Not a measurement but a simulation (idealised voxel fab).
The process module that follows is named voxel wiring stack.
We display cut, a cross-section 275 nm in width whose square cells are each 5 nm.
Cross-sections here: square-cell grids, written as top-down lists of bands, a band being one or more rows of cells. What a band's entry tells you: where the top is and where the bottom is, as heights in nm, and after that what lies inside, material by material from left to right, each with its width in nm. Empty space is written as the word "air", and a single material marked with the word "edge to edge" occupies the band from edge to edge. Counting heights begins at 0, where everything beneath is, in the wafer as received, one material. The lowest band has no bottom; it goes on downwards, as "top 0, no bottom" shows. When a width is written as two numbers, as in "30 to 40", the first number is the width in the top row of cells of the band and the second is the width in its bottom row, and the width changes by the same amount from each row to the next. For the purposes of this document, the phrase "changes: none" attached to a step denotes that no cell within the cross-section was modified by that step. Listed in "Encapsulated voids": every empty space of 8 or more cells without an open way to the top. Form: width x height at distance, the distance being from the left edge, all in nm. The remark found on a step's line after its settings is issued by the simulator itself and pertains to that step. You can add "overlay nm" to a step's line. For a step with a mask, it describes how far the mask lay to the right of its planned position, and a negative number describes a lay to the left.

[Planned step list for the process]
1 RECEIVE [material Si]
2 CONFORMAL_DEP [material SiO2] [thk nm 15]
3 DIRECTIONAL_DEP [material TiN] [thk nm 5]
4 DIRECTIONAL_DEP [material W] [thk nm 25]
5 DIRECTIONAL_DEP [material aC] [thk nm 10]
6 PATTERN [tone cover] [mask id METAL_1] [material resist] [width nm 25] [pitch nm 55] [thk nm 30] [overlay nm 0]
7 DIRECTIONAL_ETCH [etch materials aC] [depth nm 10]
8 STRIP [etch materials resist]
9 DIRECTIONAL_ETCH [etch materials W] [depth nm 25]
10 DIRECTIONAL_ETCH [etch materials TiN] [depth nm 5]
11 STRIP [etch materials aC]
12 FILL_DEP [material SiO2] [thk nm 5]
13 CMP [height nm 45]
14 CONFORMAL_DEP [material SiCN] [thk nm 5]
15 DIRECTIONAL_DEP [material SiO2] [thk nm 15]
16 DIRECTIONAL_DEP [material aC] [thk nm 15]
17 PATTERN [tone open] [mask id PLUG_1] [material resist] [width nm 15] [pitch nm 110] [thk nm 35] [overlay nm 0]
18 DIRECTIONAL_ETCH [etch materials aC] [depth nm 15]
19 STRIP [etch materials resist]
20 DIRECTIONAL_ETCH [etch materials SiO2] [depth nm 15]
21 DIRECTIONAL_ETCH [etch materials SiCN] [depth nm 5]
22 STRIP [etch materials aC]
23 CONFORMAL_DEP [material TiN] [thk nm 5]
24 FILL_DEP [material Cu] [thk nm 10]
25 CMP [height nm 65]
26 DIRECTIONAL_DEP [material TiN] [thk nm 5]
27 DIRECTIONAL_DEP [material W] [thk nm 15]
28 PATTERN [tone cover] [mask id METAL_2] [material resist] [width nm 25] [pitch nm 55] [thk nm 20] [overlay nm 0]
29 DIRECTIONAL_ETCH [etch materials W] [depth nm 15]
30 DIRECTIONAL_ETCH [etch materials TiN] [depth nm 5]
31 STRIP [etch materials resist]
32 CONFORMAL_DEP [material SiCN] [thk nm 5]
33 FILL_DEP [material SiO2] [thk nm 10]
34 CMP [height nm 85]
35 CONFORMAL_DEP [material SiCN] [thk nm 5]
36 DIRECTIONAL_DEP [material SiO2] [thk nm 25]
37 PATTERN [tone open] [mask id METAL_3] [material resist] [width nm 25] [pitch nm 55] [thk nm 20] [overlay nm 0]
38 DIRECTIONAL_ETCH [etch materials SiO2] [depth nm 15]
39 STRIP [etch materials resist]
40 PATTERN [tone open] [mask id METAL_3_HOLES] [material resist] [width nm 15] [pitch nm 55] [thk nm 20] [overlay nm 0]
41 DIRECTIONAL_ETCH [etch materials SiO2] [depth nm 10]
42 DIRECTIONAL_ETCH [etch materials SiCN] [depth nm 5]
43 STRIP [etch materials resist]
44 CONFORMAL_DEP [material TiN] [thk nm 5]
45 FILL_DEP [material Ru] [thk nm 5]
46 CMP [height nm 115]
47 CONFORMAL_DEP [material SiCN] [thk nm 5]
48 DIRECTIONAL_DEP [material lowk] [thk nm 30]
49 DIRECTIONAL_DEP [material aC] [thk nm 15]
50 PATTERN [tone open] [mask id METAL_4] [material resist] [width nm 25] [pitch nm 55] [thk nm 35] [overlay nm 0]
51 DIRECTIONAL_ETCH [etch materials aC] [depth nm 15]
52 STRIP [etch materials resist]
53 DIRECTIONAL_ETCH [etch materials lowk] [depth nm 15]
54 STRIP [etch materials aC]
55 DIRECTIONAL_DEP [material aC] [thk nm 10]
56 PATTERN [tone open] [mask id METAL_4_HOLES] [material resist] [width nm 15] [pitch nm 55] [thk nm 25] [overlay nm 0]
57 DIRECTIONAL_ETCH [etch materials aC] [depth nm 10]
58 STRIP [etch materials resist]
59 DIRECTIONAL_ETCH [etch materials lowk] [depth nm 15]
60 DIRECTIONAL_ETCH [etch materials SiCN] [depth nm 5]
61 STRIP [etch materials aC]
62 CONFORMAL_DEP [material TiN] [thk nm 5]
63 FILL_DEP [material Cu] [thk nm 10]
64 CMP [height nm 150]
65 CONFORMAL_DEP [material SiN] [thk nm 5]

[Here's what the wafer looked like in cross-section when it arrived - that's after step 1]
- top 0, no bottom  Si edge to edge
- Encapsulated voids: none

[First wafer of two, sectioned at end of module; run went per plan]
- top 155, bottom 150  SiN edge to edge
- top 150, bottom 140  40 lowk, 5 TiN, 15 Cu, 5 TiN, 30 lowk, 5 TiN, 15 Cu, 5 TiN, 30 lowk, 5 TiN, 15 Cu, 5 TiN, 30 lowk, 5 TiN, 15 Cu, 5 TiN, 45 lowk
- top 140, bottom 135  40 lowk, 5 TiN, 5 Cu, 15 TiN, 30 lowk, 5 TiN, 5 Cu, 15 TiN, 30 lowk, 5 TiN, 5 Cu, 15 TiN, 30 lowk, 5 TiN, 5 Cu, 15 TiN, 45 lowk
- top 135, bottom 120  40 lowk, 5 TiN, 5 Cu, 5 TiN, 40 lowk, 5 TiN, 5 Cu, 5 TiN, 40 lowk, 5 TiN, 5 Cu, 5 TiN, 40 lowk, 5 TiN, 5 Cu, 5 TiN, 55 lowk
- top 120, bottom 115  40 SiCN, 15 TiN, 40 SiCN, 15 TiN, 40 SiCN, 15 TiN, 40 SiCN, 15 TiN, 55 SiCN
- top 115, bottom 105  40 SiO2, 5 TiN, 15 Ru, 5 TiN, 30 SiO2, 5 TiN, 15 Ru, 5 TiN, 30 SiO2, 5 TiN, 15 Ru, 5 TiN, 30 SiO2, 5 TiN, 15 Ru, 5 TiN, 45 SiO2
- top 105, bottom 100  40 SiO2, 5 TiN, 5 Ru, 15 TiN, 30 SiO2, 5 TiN, 5 Ru, 15 TiN, 30 SiO2, 5 TiN, 5 Ru, 15 TiN, 30 SiO2, 5 TiN, 5 Ru, 15 TiN, 45 SiO2
- top 100, bottom 90  40 SiO2, 5 TiN, 5 Ru, 5 TiN, 40 SiO2, 5 TiN, 5 Ru, 5 TiN, 40 SiO2, 5 TiN, 5 Ru, 5 TiN, 40 SiO2, 5 TiN, 5 Ru, 5 TiN, 55 SiO2
- top 90, bottom 85  40 SiCN, 15 TiN, 40 SiCN, 15 TiN, 40 SiCN, 15 TiN, 40 SiCN, 15 TiN, 55 SiCN
- top 85, bottom 70  35 SiO2, 5 SiCN, 25 W, 5 SiCN, 20 SiO2, 5 SiCN, 25 W, 5 SiCN, 20 SiO2, 5 SiCN, 25 W, 5 SiCN, 20 SiO2, 5 SiCN, 25 W, 5 SiCN, 40 SiO2
- top 70, bottom 65  40 SiCN, 25 TiN, 30 SiCN, 25 TiN, 30 SiCN, 25 TiN, 30 SiCN, 25 TiN, 45 SiCN
- top 65, bottom 50  40 SiO2, 5 TiN, 5 Cu, 5 TiN, 95 SiO2, 5 TiN, 5 Cu, 5 TiN, 110 SiO2
- top 50, bottom 45  40 SiCN, 15 TiN, 95 SiCN, 15 TiN, 110 SiCN
- top 45, bottom 20  40 SiO2, 25 W, 30 SiO2, 25 W, 30 SiO2, 25 W, 30 SiO2, 25 W, 45 SiO2
- top 20, bottom 15  40 SiO2, 25 TiN, 30 SiO2, 25 TiN, 30 SiO2, 25 TiN, 30 SiO2, 25 TiN, 45 SiO2
- top 15, bottom 0  SiO2 edge to edge
- top 0, no bottom  Si edge to edge
- Encapsulated voids: none

[This is the second of the two wafers, cross-sectioned at the end of the module; it started exactly like the first and was given the same plan, but it was run with one mistake]
- top 155, bottom 150  SiN edge to edge
- top 150, bottom 140  40 lowk, 5 TiN, 15 Cu, 5 TiN, 30 lowk, 5 TiN, 15 Cu, 5 TiN, 30 lowk, 5 TiN, 15 Cu, 5 TiN, 30 lowk, 5 TiN, 15 Cu, 5 TiN, 45 lowk
- top 140, bottom 135  40 lowk, 5 TiN, 5 Cu, 15 TiN, 30 lowk, 5 TiN, 5 Cu, 15 TiN, 30 lowk, 5 TiN, 5 Cu, 15 TiN, 30 lowk, 5 TiN, 5 Cu, 15 TiN, 45 lowk
- top 135, bottom 120  40 lowk, 5 TiN, 5 Cu, 5 TiN, 40 lowk, 5 TiN, 5 Cu, 5 TiN, 40 lowk, 5 TiN, 5 Cu, 5 TiN, 40 lowk, 5 TiN, 5 Cu, 5 TiN, 55 lowk
- top 120, bottom 115  40 SiCN, 15 TiN, 40 SiCN, 15 TiN, 40 SiCN, 15 TiN, 40 SiCN, 15 TiN, 55 SiCN
- top 115, bottom 90  SiO2 edge to edge
- top 90, bottom 85  SiCN edge to edge
- top 85, bottom 70  35 SiO2, 5 SiCN, 25 W, 5 SiCN, 20 SiO2, 5 SiCN, 25 W, 5 SiCN, 20 SiO2, 5 SiCN, 25 W, 5 SiCN, 20 SiO2, 5 SiCN, 25 W, 5 SiCN, 40 SiO2
- top 70, bottom 65  40 SiCN, 25 TiN, 30 SiCN, 25 TiN, 30 SiCN, 25 TiN, 30 SiCN, 25 TiN, 45 SiCN
- top 65, bottom 50  40 SiO2, 5 TiN, 5 Cu, 5 TiN, 95 SiO2, 5 TiN, 5 Cu, 5 TiN, 110 SiO2
- top 50, bottom 45  40 SiCN, 15 TiN, 95 SiCN, 15 TiN, 110 SiCN
- top 45, bottom 20  40 SiO2, 25 W, 30 SiO2, 25 W, 30 SiO2, 25 W, 30 SiO2, 25 W, 45 SiO2
- top 20, bottom 15  40 SiO2, 25 TiN, 30 SiO2, 25 TiN, 30 SiO2, 25 TiN, 30 SiO2, 25 TiN, 45 SiO2
- top 15, bottom 0  SiO2 edge to edge
- top 0, no bottom  Si edge to edge
- Encapsulated voids: none
Short version of what went wrong: execution of plan step 36 occurred twice
Final difference in cells, second wafer against first, listed per material as more or fewer: 36 fewer of Ru; 12 more of SiCN; 84 more of SiO2; 60 fewer of TiN
